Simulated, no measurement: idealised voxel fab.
This section sets out a process module, namely voxel plated lines.
Cross-section cut spans 265 nm and uses square cells 5 nm in size.
Cross-section spec: square-cell grid; bands listed top down; each band is one or more rows. Band entry format. Leading values: height of top, height of bottom, nm. Remainder: materials in left-to-right order, each with its width in nm. Special words: "edge to edge" on a single material, which then fills the band edge to edge; "empty", empty space. Ref level 0: as-received wafer is one material below here. Bottom band extends down with no lower bound ("0 -> down"). The notation "30 to 40" denotes a width that varies across the rows of cells in the band, beginning at the first number in the top row, finishing at the second number in the bottom row, and changing by an identical amount from each row to the next. For the purposes of this document, the phrase "remained the same" attached to a step denotes that no cell within the cross-section was modified by that step. "Closed voids list": sealed empty spaces, 8 cells or more, no open way to top, listed width x height at distance, with distance from the left edge and width, height and distance in nm. The remark found on a step's line after its settings is issued by the simulator itself and pertains to that step. overlay nm: right-of-plan distance of the mask on a masked step; negative values mean left-of-plan.
## Listed below are the process steps as planned
1,RECEIVE (material Si)
2,CONFORMAL_DEP (material SiO2; thk nm 5)
3,DIRECTIONAL_DEP (material TiN; thk nm 5)
4,PATTERN (tone open; mask id LINES; material resist; width nm 25; pitch nm 55; thk nm 20; overlay nm 0)
5,EPI (material Ru; thk nm 10)
6,STRIP (etch materials resist)
7,DIRECTIONAL_ETCH (etch materials TiN; depth nm 5)
8,CONFORMAL_DEP (material SiCN; thk nm 5)
## as received, after step 1
    0 -> down  Si edge to edge
    Closed voids list: none
## Here's the wafer cut in cross-section after the module, started and planned just like above, except one thing was done wrong in the run
    35 -> 30  60 empty  35 SiCN  20 empty  35 SiCN  20 empty  35 SiCN  60 empty
    30 -> 10  60 empty  5 SiCN  25 Ru  5 SiCN  20 empty  5 SiCN  25 Ru  5 SiCN  20 empty  5 SiCN  25 Ru  5 SiCN  60 empty
    10 -> 5  65 SiCN  25 TiN  30 SiCN  25 TiN  30 SiCN  25 TiN  65 SiCN
    5 -> 0  SiO2 edge to edge
    0 -> down  Si edge to edge
    Closed voids list: none
The plan and the run diverged here: step 5, plan: ran twice
